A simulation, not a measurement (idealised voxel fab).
This is a process module. Its name is voxel self aligned vias.
Shown is cross-section cut, with a width of 265 nm and square cells of size 5 nm.
In what follows, cross-sections appear as grids of square cells, described through bands that run from the top down, where every band is one or more rows of cells. Band: top height; bottom height; in nm. Then, left to right: material with width in nm, for each material. "throughout": a single material spanning edge to edge. "blank": empty space. Zero point of the height axis is 0; under it, received wafer = one material. Lowest band: continues down indefinitely, "from 0 down". The expression "30 to 40" gives the width at the extremes of the band, the first number at its top row of cells and the second at its bottom row, with the width changing by equal amounts from each row to the next in between. What does "identical to before" mean for a step? It means no cell of the cross-section changed in that step. "Closed void catalog" specifies each empty space that is not open to the top and that occupies no fewer than 8 cells, using the form width x height at distance, the distance measured from the left edge and all three quantities in nm. Heads up: the bit after the settings on a step's line is the simulator's remark on that step. When a step includes a mask, the "overlay nm" setting on its line states how far to the right of its planned place that mask lay, and negative values state how far to the left.

**Process steps - plan**
1,RECEIVE with material Si
2,CONFORMAL_DEP with material SiO2, thk nm 15
3,CONFORMAL_DEP with material SiCN, thk nm 5
4,DIRECTIONAL_DEP with material SiO2, thk nm 30
5,MASKED_ETCH with tone open, mask id LINES, width nm 25, pitch nm 70, etch materials SiO2, depth nm 30, overlay nm 0
6,CONFORMAL_DEP with material TiN, thk nm 5
7,FILL_DEP with material W, thk nm 10
8,CMP with height nm 50
9,SELECTIVE_ETCH with etch materials W Ru TiN, depth nm 10
10,FILL_DEP with material SiN, thk nm 10
11,CMP with height nm 50
12,DIRECTIONAL_DEP with material SiO2, thk nm 15
13,DIRECTIONAL_DEP with material aC, thk nm 10
14,PATTERN with tone open, mask id VIAS, material resist, width nm 45, pitch nm 70, thk nm 25, overlay nm 0
15,DIRECTIONAL_ETCH with etch materials aC, depth nm 10
16,STRIP with etch materials resist
17,DIRECTIONAL_ETCH with etch materials SiO2, depth nm 15
18,DIRECTIONAL_ETCH with etch materials SiN, depth nm 10
19,STRIP with etch materials aC
20,CONFORMAL_DEP with material TiN, thk nm 5
21,FILL_DEP with material W, thk nm 10
22,CMP with height nm 65
23,CONFORMAL_DEP with material SiCN, thk nm 5

**Incoming wafer, cross-sectional view, post step 1**
> from 0 down = Si throughout
> Closed void catalog: none

**End-of-module cross-section. Starting structure and process plan as above; one mistake made in running it**
> from 70 to 65 = SiCN throughout
> from 65 to 45 = SiO2: 40; TiN: 5; W: 35; TiN: 5; SiO2: 25; TiN: 5; W: 35; TiN: 5; SiO2: 25; TiN: 5; W: 35; TiN: 5; SiO2: 40
> from 45 to 40 = SiO2: 40; TiN: 45; SiO2: 25; TiN: 45; SiO2: 25; TiN: 45; SiO2: 40
> from 40 to 35 = SiO2: 40; TiN: 15; W: 15; TiN: 15; SiO2: 25; TiN: 15; W: 15; TiN: 15; SiO2: 25; TiN: 15; W: 15; TiN: 15; SiO2: 40
> from 35 to 25 = SiO2: 50; TiN: 5; W: 15; TiN: 5; SiO2: 45; TiN: 5; W: 15; TiN: 5; SiO2: 45; TiN: 5; W: 15; TiN: 5; SiO2: 50
> from 25 to 20 = SiO2: 50; TiN: 25; SiO2: 45; TiN: 25; SiO2: 45; TiN: 25; SiO2: 50
> from 20 to 15 = SiCN throughout
> from 15 to 0 = SiO2 throughout
> from 0 down = Si throughout
> Closed void catalog: none
It is concluded that the wafer was processed incorrectly with respect to the plan, in that the plan's step 17 ran twice
